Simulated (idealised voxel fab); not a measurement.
Documented hereafter: the process module known as voxel double patterning.
Section cut is 225 nm wide and gridded with 5 nm square cells.
Cross-section, as written here: a square-cell grid given band by band from the top down, where a band holds one or more rows of cells. Each band's line starts with the height of the band's top and of its bottom, in nm. Then come its materials from left to right, each with its width in nm. One material with "everywhere" fills the band from edge to edge. "air" is empty space. It should be noted that heights are counted from 0, beneath which the wafer as supplied is of one material throughout, and that the lowest band possesses no lower boundary but continues downward, as written in "0 nm and below". Per-row width for "30..40": begins at first number (top row of band), ends at second number (bottom row), increment between rows held constant. Basically "no modification" means that step didn't change any cell in the cross-section. The list in "Closed cavities" covers empty spaces of 8 cells or more that cannot reach the top through any open way, and it gives each as width x height at distance; the distance is from the left edge, and width, height and distance are in nm. Text after the settings on a step's line: the simulator's own remark on that step. overlay nm: mask offset rightward from planned place, masked step; negative means leftward offset.

PLANNED STEP LIST FOR THE PROCESS
step 1: op RECEIVE | material Si
step 2: op CONFORMAL_DEP | material SiO2 | thk nm 5
step 3: op DIRECTIONAL_DEP | material W | thk nm 20
step 4: op DIRECTIONAL_DEP | material SiCN | thk nm 10
step 5: op DIRECTIONAL_DEP | material aC | thk nm 15
step 6: op PATTERN | tone open | mask id FIRST | material resist | width nm 15 | pitch nm 50 | thk nm 35 | overlay nm 0
step 7: op DIRECTIONAL_ETCH | etch materials aC | depth nm 15
step 8: op STRIP | etch materials resist
step 9: op DIRECTIONAL_ETCH | etch materials SiCN | depth nm 10
step 10: op STRIP | etch materials aC
step 11: op DIRECTIONAL_DEP | material aC | thk nm 10
step 12: op PATTERN | tone open | mask id SECOND | material resist | width nm 15 | thk nm 25 | overlay nm 0
step 13: op DIRECTIONAL_ETCH | etch materials aC | depth nm 10
step 14: op STRIP | etch materials resist
step 15: op DIRECTIONAL_ETCH | etch materials SiCN | depth nm 10
step 16: op STRIP | etch materials aC
step 17: op DIRECTIONAL_ETCH | etch materials W | depth nm 20
step 18: op STRIP | etch materials SiCN

WAFER AT RECEIPT (POST STEP 1), CROSS-SECTION
  0 nm and below = Si everywhere
  Closed cavities: none

CROSS-SECTIONAL IMAGE OF THE FIRST OF TWO WAFERS AT THE END OF THE MODULE, THE RUN HAVING PROCEEDED AS PLANNED
  25 nm to 5 nm = 80 of W, then 15 of air, then 10 of W, then 15 of air, then 10 of W, then 15 of air, then 80 of W
  5 nm to 0 nm = SiO2 everywhere
  0 nm and below = Si everywhere
  Closed cavities: none

WAFER TWO CROSS-SECTION, MODULE END. START AND PLAN UNCHANGED FROM WAFER ONE; ONE MISTAKE MADE DURING THE RUN
  35 nm to 25 nm = SiO2 everywhere
  25 nm to 5 nm = W everywhere
  5 nm to 0 nm = SiO2 everywhere
  0 nm and below = Si everywhere
  Closed cavities: none
Here's what went sideways: step 4 went in with a setting other than planned; the actual run was op DIRECTIONAL_DEP | material SiO2 | thk nm 10
Heads up, by the end the second wafer has more or fewer cells of some materials compared to the first: SiO2: 90 more; W: 36 more
